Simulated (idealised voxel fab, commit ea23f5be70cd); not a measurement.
You're looking at the process module voxel quadruple lines.
This is section cut - it's 205 nm across, gridded in 5 nm square cells.
If you're reading a cross-section in this doc, picture square cells in a grid; it comes to you as bands, top ones listed first down to the bottom, and a band can be one or more rows of cells. A band entry consists of two parts. The first gives the height of the band's top and the height of its bottom, in nm. The rest lists the band's materials from left to right, each with its width in nm. A single material labelled with the word "all across" fills the band from edge to edge, and the word "blank" marks empty space. It should be noted that heights are counted from 0, beneath which the wafer as supplied is of one material throughout, and that the lowest band possesses no lower boundary but continues downward, as written in "0 and below". Top row gets the first number, bottom row gets the second, and each row in between changes by the same step: that is how a band width like "30..40" works. Take "no alterations made" at face value: in the step it is given for, the cross-section changed in none of its cells. So "Fully sealed cavities" is basically the list of trapped voids: any empty space of 8 cells or more that can't reach the top through an opening. They're written width x height at distance, the distance being from the left edge, and it's all nm. Note: text after step settings on the step line = simulator remark on that step. On any step carrying a mask, the "overlay nm" setting, if present on the step's line, tells how far right of its planned place the mask lay; negative values point to the left.
THESE ARE THE STEPS WE PLANNED FOR THE PROCESS
1) RECEIVE, material Si
2) CONFORMAL_DEP, material Al2O3, thk nm 5
3) DIRECTIONAL_DEP, material W, thk nm 10
4) DIRECTIONAL_DEP, material polySi, thk nm 20
5) DIRECTIONAL_DEP, material aC, thk nm 20
6) PATTERN, tone cover, mask id MANDREL, material resist, width nm 25, thk nm 30, overlay nm 0
7) DIRECTIONAL_ETCH, etch materials aC, depth nm 20
8) STRIP, etch materials resist
9) CONFORMAL_DEP, material SiO2, thk nm 15
10) DIRECTIONAL_ETCH, etch materials SiO2, depth nm 15
11) STRIP, etch materials aC
12) DIRECTIONAL_ETCH, etch materials polySi, depth nm 20
13) STRIP, etch materials SiO2
14) CONFORMAL_DEP, material SiN, thk nm 5
15) DIRECTIONAL_ETCH, etch materials SiN, depth nm 5
16) STRIP, etch materials polySi
17) DIRECTIONAL_ETCH, etch materials W, depth nm 10
18) STRIP, etch materials SiN
AS-RECEIVED WAFER CROSS-SECTION (AFTER STEP 1)
- 0 and below | Si all across
- Fully sealed cavities: none
FINAL CROSS-SECTION, MODULE RUN WITH ONE MISTAKE (START AND PLAN AS ABOVE)
- 15 down to 5 | blank (80), W (5), blank (5), W (5), blank (15), W (5), blank (5), W (5), blank (80)
- 5 down to 0 | Al2O3 all across
- 0 and below | Si all across
- Fully sealed cavities: none
Plan not followed: step 9 deviated from plan and actually ran as CONFORMAL_DEP, material SiO2, thk nm 5
